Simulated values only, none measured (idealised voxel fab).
Presented below is a process module, voxel ribs on slabs.
The cross-section shown here is cut; it is 190 nm wide and divided into square cells measuring 5 nm on a side.
Cross-section format: a grid of square cells, given as bands from top to bottom; each band is one or more rows of cells.
Per band: top height and bottom height in nm, followed by the left-to-right materials and their widths in nm; "edge to edge" marks a single material spanning edge to edge, "blank" marks empty space.
Zero point of the height axis is 0; under it, received wafer = one material. Lowest band: continues down indefinitely, "0 -> down".
So if you see something like "30 to 40" for the width, read it as the top row of the band sitting at the first number and the bottom row at the second, with every row in between moving by the same amount as the last.
Where a step carries "nothing changed", the cross-section came out of it unchanged, cell for cell.
Entry "Sealed void list" = empty spaces >= 8 cells with no open way to the top; each as width x height at distance, distance from left edge, all nm.
Text after the settings on a step's line: the simulator's own remark on that step.
Steps that use a mask can have "overlay nm" on their line. It says how far the mask sat to the right of where it was meant to be. Negative means to the left.

### Process steps - plan
- 1: RECEIVE | material Si
- 2: DIRECTIONAL_DEP | material SiO2 | thk nm 25
- 3: DIRECTIONAL_DEP | material polySi | thk nm 25
- 4: DIRECTIONAL_DEP | material aC | thk nm 15
- 5: PATTERN | tone cover | mask id RIB | material resist | width nm 30 | thk nm 35 | overlay nm 0
- 6: DIRECTIONAL_ETCH | etch materials aC | depth nm 15
- 7: STRIP | etch materials resist
- 8: DIRECTIONAL_ETCH | etch materials polySi | depth nm 10
- 9: STRIP | etch materials aC
- 10: MASKED_ETCH | tone cover | mask id SLAB | width nm 90 | etch materials polySi | depth nm 15 | overlay nm 0
- 11: FILL_DEP | material SiO2 | thk nm 20
- 12: CMP | height nm 65
- 13: DIRECTIONAL_DEP | material W | thk nm 5
- 14: PATTERN | tone cover | mask id HEATER | material resist | width nm 40 | thk nm 15 | overlay nm 0
- 15: DIRECTIONAL_ETCH | etch materials W | depth nm 5
- 16: STRIP | etch materials resist
- 17: CONFORMAL_DEP | material SiO2 | thk nm 5

### The first of two wafers, run as planned

### Incoming wafer in cross-section (state: after step 1)
  0 -> down = Si edge to edge
  Sealed void list: none

### Presented here is a cross-section of the wafer after step 2 has been performed
  25 -> 0 = SiO2 edge to edge
  For the remainder of the cross-section, below 0, there is no change.

### Presented here is a cross-section of the wafer after step 3 has been performed
  50 -> 25 = polySi edge to edge
  For the remainder of the cross-section, below 25, there is no change.

### Presented here is a cross-section of the wafer after step 4 has been performed
  65 -> 50 = aC edge to edge
  For the remainder of the cross-section, below 50, there is no change.

### Presented here is a cross-section of the wafer after step 5 has been performed
  100 -> 65 = blank=80  resist=30  blank=80
  For the remainder of the cross-section, below 65, there is no change.

### Presented here is a cross-section of the wafer after step 6 has been performed
  85 -> 65 = blank=80  resist=30  blank=80
  65 -> 50 = blank=80  aC=30  blank=80
  For the remainder of the cross-section, below 50, there is no change.

### Presented here is a cross-section of the wafer after step 7 has been performed
  65 -> 50 = blank=80  aC=30  blank=80
  For the remainder of the cross-section, below 50, there is no change.

### Presented here is a cross-section of the wafer after step 8 has been performed
  65 -> 50 = blank=80  aC=30  blank=80
  50 -> 40 = blank=80  polySi=30  blank=80
  For the remainder of the cross-section, below 40, there is no change.

### Presented here is a cross-section of the wafer after step 9 has been performed
  50 -> 40 = blank=80  polySi=30  blank=80
  For the remainder of the cross-section, below 40, there is no change.

### Presented here is a cross-section of the wafer after step 10 has been performed
  50 -> 40 = blank=80  polySi=30  blank=80
  40 -> 25 = blank=50  polySi=90  blank=50
  For the remainder of the cross-section, below 25, there is no change.

### Presented here is a cross-section of the wafer after step 11 has been performed
  70 -> 50 = SiO2 edge to edge
  50 -> 40 = SiO2=80  polySi=30  SiO2=80
  40 -> 25 = SiO2=50  polySi=90  SiO2=50
  For the remainder of the cross-section, below 25, there is no change.

### Presented here is a cross-section of the wafer after step 12 has been performed
  65 -> 50 = SiO2 edge to edge
  For the remainder of the cross-section, below 50, there is no change.

### Presented here is a cross-section of the wafer after step 13 has been performed
  70 -> 65 = W edge to edge
  For the remainder of the cross-section, below 65, there is no change.

### Presented here is a cross-section of the wafer after step 14 has been performed
  85 -> 70 = blank=75  resist=40  blank=75
  For the remainder of the cross-section, below 70, there is no change.

### Presented here is a cross-section of the wafer after step 15 has been performed
  85 -> 70 = blank=75  resist=40  blank=75
  70 -> 65 = blank=75  W=40  blank=75
  For the remainder of the cross-section, below 65, there is no change.

### Presented here is a cross-section of the wafer after step 16 has been performed
  70 -> 65 = blank=75  W=40  blank=75
  For the remainder of the cross-section, below 65, there is no change.

### Presented here is a cross-section of the wafer after step 17 has been performed
  75 -> 70 = blank=70  SiO2=50  blank=70
  70 -> 65 = SiO2=75  W=40  SiO2=75
  For the remainder of the cross-section, below 65, there is no change.

### Second wafer: same start and same plan as the first, one execution error; identical to the first through step 12

### Cross-section of the second wafer at the time by which step 13 should have been completed according to the plan
  70 -> 50 = SiO2 edge to edge
  For the remainder of the cross-section, below 50, there is no change.

### Cross-section of the second wafer at the time by which step 14 should have been completed according to the plan
  85 -> 70 = blank=75  resist=40  blank=75
  For the remainder of the cross-section, below 70, there is no change.

Cross-section of the second wafer at the time by which step 15 should have been completed according to the plan: nothing changed

### Cross-section of the second wafer at the time by which step 16 should have been completed according to the plan
  70 -> 50 = SiO2 edge to edge
  For the remainder of the cross-section, below 50, there is no change.

### Cross-section of the second wafer at the time by which step 17 should have been completed according to the plan
  75 -> 50 = SiO2 edge to edge
  For the remainder of the cross-section, below 50, there is no change.
What broke from the plan during processing? step 13 was not run as planned; what actually ran was DIRECTIONAL_DEP | material SiO2 | thk nm 5
At the finish, the second wafer shows more or fewer cells for some materials than the first does: +36 SiO2 | -8 W
